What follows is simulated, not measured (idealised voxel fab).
Herein follows the process module entitled voxel self aligned contacts.
Cross-section cut spans 250 nm and uses square cells 5 nm in size.
Each cross-section below is a grid of square cells, stated as bands in top-down order, with one or more rows of cells making up each band.
Quick guide to a band line: top height, bottom height (nm) up front; then every material left to right with its width in nm. Only one material and it's marked "throughout"? Then it fills the band edge to edge. And "air" just means empty space.
Heights from 0 (as-received wafer is one material below). Bottom band endless downward, as "z 0 and below".
With a width like "30 to 40", each row of cells in the band differs from the next by the same amount, the top row carrying the first number and the bottom row the second.
"no alterations made" (step): cross-section cells unchanged, all of them.
You'll see "Sealed cavities" listing empty spaces that have no way open to the top, as long as they're 8 cells or more; the notation is width x height at distance, where the distance is from the left edge, and all of it is in nm.
Past the settings on a step's line: simulator remark, on that step.
What "overlay nm" on a step's line means: if the step has a mask, that mask lay this far to the right of its planned place, or, when the value is negative, to the left.
Here's what the planned process steps look like
1 op RECEIVE | material Si
2 op CONFORMAL_DEP | material SiO2 | thk nm 5
3 op DIRECTIONAL_DEP | material polySi | thk nm 20
4 op DIRECTIONAL_DEP | material SiN | thk nm 20
5 op PATTERN | tone cover | mask id GATE | material resist | width nm 25 | pitch nm 70 | thk nm 20 | overlay nm 0
6 op DIRECTIONAL_ETCH | etch materials SiN | depth nm 20
7 op DIRECTIONAL_ETCH | etch materials polySi | depth nm 20
8 op STRIP | etch materials resist
9 op CONFORMAL_DEP | material SiN | thk nm 10
10 op DIRECTIONAL_ETCH | etch materials SiN | depth nm 10
11 op FILL_DEP | material SiO2 | thk nm 15
12 op CMP | height nm 55
13 op PATTERN | tone open | mask id CONTACT | material resist | width nm 55 | pitch nm 70 | thk nm 15 | overlay nm 0
14 op DIRECTIONAL_ETCH | etch materials SiO2 | depth nm 55
15 op STRIP | etch materials resist
16 op CONFORMAL_DEP | material TiN | thk nm 5
17 op FILL_DEP | material W | thk nm 5
18 op CMP | height nm 55
19 op CONFORMAL_DEP | material SiN | thk nm 5
Incoming wafer, cross-sectional view, post step 1
z 0 and below | Si throughout
Sealed cavities: none
Starting structure and process plan are as shown above, but one mistake was made in running the module; the wafer cross-section at the end of the module follows
z 60 to 55 | SiN throughout
z 55 to 45 | SiO2=60 / TiN=5 to 20 / W=45 to 15 / TiN=5 to 20 / SiO2=15 / TiN=5 to 20 / W=45 to 15 / TiN=5 to 20 / SiO2=65
z 45 to 25 | SiO2=30 / SiN=45 / TiN=5 / W=15 / TiN=5 / SiN=45 / TiN=5 / W=15 / TiN=5 / SiN=45 / SiO2=35
z 25 to 10 | SiO2=30 / SiN=10 / polySi=25 / SiN=10 / TiN=5 / W=15 / TiN=5 / SiN=10 / polySi=25 / SiN=10 / TiN=5 / W=15 / TiN=5 / SiN=10 / polySi=25 / SiN=10 / SiO2=35
z 10 to 5 | SiO2=30 / SiN=10 / polySi=25 / SiN=10 / TiN=25 / SiN=10 / polySi=25 / SiN=10 / TiN=25 / SiN=10 / polySi=25 / SiN=10 / SiO2=35
z 5 to 0 | W throughout
z 0 and below | Si throughout
Sealed cavities: none
Diagnosis: for step 2, the planned setting was not used; the step was instead run as op CONFORMAL_DEP | material W | thk nm 5
